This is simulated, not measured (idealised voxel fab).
Presented below is a process module, voxel ribs on slabs.
Cross-section cut: width 250 nm, square cells of 5 nm.
Each cross-section below is a grid of square cells, stated as bands in top-down order, with one or more rows of cells making up each band. Top, bottom (nm), then materials left to right with widths (nm); lone material tagged "all across" fills the whole band edge to edge; "empty" = empty space. The reference from which all heights are counted is 0, the level beneath which the as-received wafer is entirely one material; the lowest band, having no lower bound, proceeds downward and is written after the example "0 -> down". When a width is written as two numbers, as in "30->40", the first number is the width in the top row of cells of the band and the second is the width in its bottom row, and the width changes by the same amount from each row to the next. "nothing got changed" means the step left every cell of the cross-section as it was. Voids not open to the top, 8 cells minimum: see "Fully sealed voids". Written width x height at distance; distance is from the left edge; nm. Heads up: the bit after the settings on a step's line is the simulator's remark on that step. The optional step-line setting "overlay nm" applies to steps with a mask and quantifies how far to the right of its planned location the mask lay, a negative value indicating leftward placement.

List of planned process steps
- 1: RECEIVE with material Si
- 2: DIRECTIONAL_DEP with material SiO2, thk nm 20
- 3: DIRECTIONAL_DEP with material polySi, thk nm 20
- 4: MASKED_ETCH with tone cover, mask id RIB, width nm 20, etch materials polySi, depth nm 5, overlay nm 0
- 5: DIRECTIONAL_DEP with material aC, thk nm 10
- 6: PATTERN with tone cover, mask id SLAB, material resist, width nm 80, thk nm 30, overlay nm 0
- 7: DIRECTIONAL_ETCH with etch materials aC, depth nm 10
- 8: STRIP with etch materials resist
- 9: DIRECTIONAL_ETCH with etch materials polySi, depth nm 15
- 10: STRIP with etch materials aC
- 11: FILL_DEP with material SiO2, thk nm 30
- 12: CMP with height nm 60
- 13: DIRECTIONAL_DEP with material W, thk nm 5
- 14: MASKED_ETCH with tone cover, mask id HEATER, width nm 30, etch materials W, depth nm 5, overlay nm 0
- 15: CONFORMAL_DEP with material SiN, thk nm 10

Cross-section of the wafer at receipt, which is the condition after step 1
    0 -> down: Si all across
    Fully sealed voids: none

Starting wafer: above. Plan: above. Run: one mistake. Cross-section after the module: below
    75 -> 70: 100 of empty; 50 of SiN; 100 of empty
    70 -> 65: SiN all across
    65 -> 60: 110 of SiN; 30 of W; 110 of SiN
    60 -> 55: 115 of SiO2; 20 of polySi; 115 of SiO2
    55 -> 40: 85 of SiO2; 80 of polySi; 85 of SiO2
    40 -> 0: SiO2 all across
    0 -> down: Si all across
    Fully sealed voids: none
Run error: step 2 of the plan was performed twice
